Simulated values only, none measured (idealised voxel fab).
Proc. module: voxel lift off
FYI the section here is cut, 155 nm wide, cells are 5 nm squares.
Heads up, the way a cross-section reads in here is a grid of square cells, handed over as bands from the top down, with every band being one or more rows of cells. Band entry format. Leading values: height of top, height of bottom, nm. Remainder: materials in left-to-right order, each with its width in nm. Special words: "edge to edge" on a single material, which then fills the band edge to edge; "air", empty space. Height is counted from the level 0, under which the received wafer is composed throughout of one material. The lowest of the bands is not closed at the bottom but continues downward, in the notation "0..down". Per-row width for "30 to 40": begins at first number (top row of band), ends at second number (bottom row), increment between rows held constant. Given "no modifications" for a step, no cell of the cross-section differs between before and after that step. Sealed void inventory: empty space of 8 cells or more with no open way to the top, each as width x height at its distance from the left edge, in nm. after a step's settings: what the simulator itself notes on the step. You can add "overlay nm" to a step's line. For a step with a mask, it describes how far the mask lay to the right of its planned position, and a negative number describes a lay to the left.
### plan
step 1: RECEIVE, material Si
step 2: CONFORMAL_DEP, material Al2O3, thk nm 5
step 3: PATTERN, tone open, mask id LINES, material resist, width nm 15, pitch nm 30, thk nm 25, overlay nm -10
step 4: DIRECTIONAL_DEP, material Ru, thk nm 15
step 5: STRIP, etch materials resist
step 6: CONFORMAL_DEP, material SiO2, thk nm 5
Where the wafers of this document differ is in the overlay nm of step 3; they start out the same, and the plan states the value that applied to the first wafer.
### As received, i.e. after step 1: cross-section through the first of several wafers
> 0..down  Si edge to edge
> Sealed void inventory: none
### Here is how to read the rows: every wafer has a row, and it shows the wafer at the end of the module, giving for each material how many cells were gained (+) or lost (-) since the wafer was received, then listing its closed voids
overlay nm -10; +31 Al2O3; +36 Ru; +55 SiO2; Sealed void inventory: none
overlay nm -5; +31 Al2O3; +36 Ru; +55 SiO2; Sealed void inventory: none
overlay nm 0; +31 Al2O3; +36 Ru; +55 SiO2; Sealed void inventory: none
overlay nm 5; +31 Al2O3; +36 Ru; +55 SiO2; Sealed void inventory: none
overlay nm 10; +31 Al2O3; +36 Ru; +55 SiO2; Sealed void inventory: none
